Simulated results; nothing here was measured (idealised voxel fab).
This section sets out a process module, namely voxel self aligned contacts.
Shown is cross-section cut, with a width of 285 nm and square cells of size 5 nm.
Bands, listed from the top down, are how a cross-section gets written in this document; the cross-section itself is a grid of square cells, and a band is one or more rows of them.
Each band's line starts with the height of the band's top and of its bottom, in nm. Then come its materials from left to right, each with its width in nm. One material with "all across" fills the band from edge to edge. "empty" is empty space.
Zero point of the height axis is 0; under it, received wafer = one material. Lowest band: continues down indefinitely, "0 -> down".
Per-row width for "30..40": begins at first number (top row of band), ends at second number (bottom row), increment between rows held constant.
Where the words "stayed the same" appear for a step, the cross-section shows no cell changed by that step; every cell remained as before.
Enclosed voids (no open way to top), threshold 8 cells or more, entry "Enclosed void listing", notation width x height at distance, distance from left edge, nm.
On a step's line, text after the settings is the simulator commenting on that step.
When a step includes a mask, the "overlay nm" setting on its line states how far to the right of its planned place that mask lay, and negative values state how far to the left.
-- Intended process steps
step 1: RECEIVE: material Si
step 2: OXIDIZE: depth nm 5
step 3: DIRECTIONAL_DEP: material polySi, thk nm 30
step 4: DIRECTIONAL_DEP: material SiN, thk nm 25
step 5: PATTERN: tone cover, mask id GATE, material resist, width nm 35, pitch nm 75, thk nm 20, overlay nm 0
step 6: DIRECTIONAL_ETCH: etch materials SiN, depth nm 25
step 7: DIRECTIONAL_ETCH: etch materials polySi, depth nm 30
step 8: STRIP: etch materials resist
step 9: CONFORMAL_DEP: material SiN, thk nm 10
step 10: DIRECTIONAL_ETCH: etch materials SiN, depth nm 10
step 11: FILL_DEP: material SiO2, thk nm 20
step 12: CMP: height nm 65
step 13: PATTERN: tone open, mask id CONTACT, material resist, width nm 50, pitch nm 75, thk nm 15, overlay nm 0
step 14: DIRECTIONAL_ETCH: etch materials SiO2, depth nm 70
step 15: STRIP: etch materials resist
step 16: CONFORMAL_DEP: material TiN, thk nm 5
step 17: FILL_DEP: material W, thk nm 10
step 18: CMP: height nm 65
step 19: CONFORMAL_DEP: material SiN, thk nm 5
-- as received, after step 1
    0 -> down  Si all across
    Enclosed void listing: none
-- Wafer at module end, in section. Began as above, planned as above, run with one mistake
    70 -> 65  SiN all across
    65 -> 55  SiO2 70  TiN 5..30  W 40..10  TiN 5..10  SiO2 25  TiN 5..30  W 40..10  TiN 5..10  SiO2 90
    55 -> 30  SiO2 40  SiN 55  TiN 5  W 10  TiN 5  SiN 55  TiN 5  W 10  TiN 5  SiN 55  SiO2 40
    30 -> 0  SiO2 40  SiN 10  polySi 35  SiN 10  TiN 5  W 10  TiN 5  SiN 10  polySi 35  SiN 10  TiN 5  W 10  TiN 5  SiN 10  polySi 35  SiN 10  SiO2 40
    0 -> -5  SiO2 95  TiN 20  SiO2 55  TiN 20  SiO2 95
    -5 -> down  Si all across
    Enclosed void listing: none
So what did we get wrong on this run? step 13 did not use the planned setting and instead ran as PATTERN: tone open, mask id CONTACT, material resist, width nm 50, pitch nm 75, thk nm 15, overlay nm -10
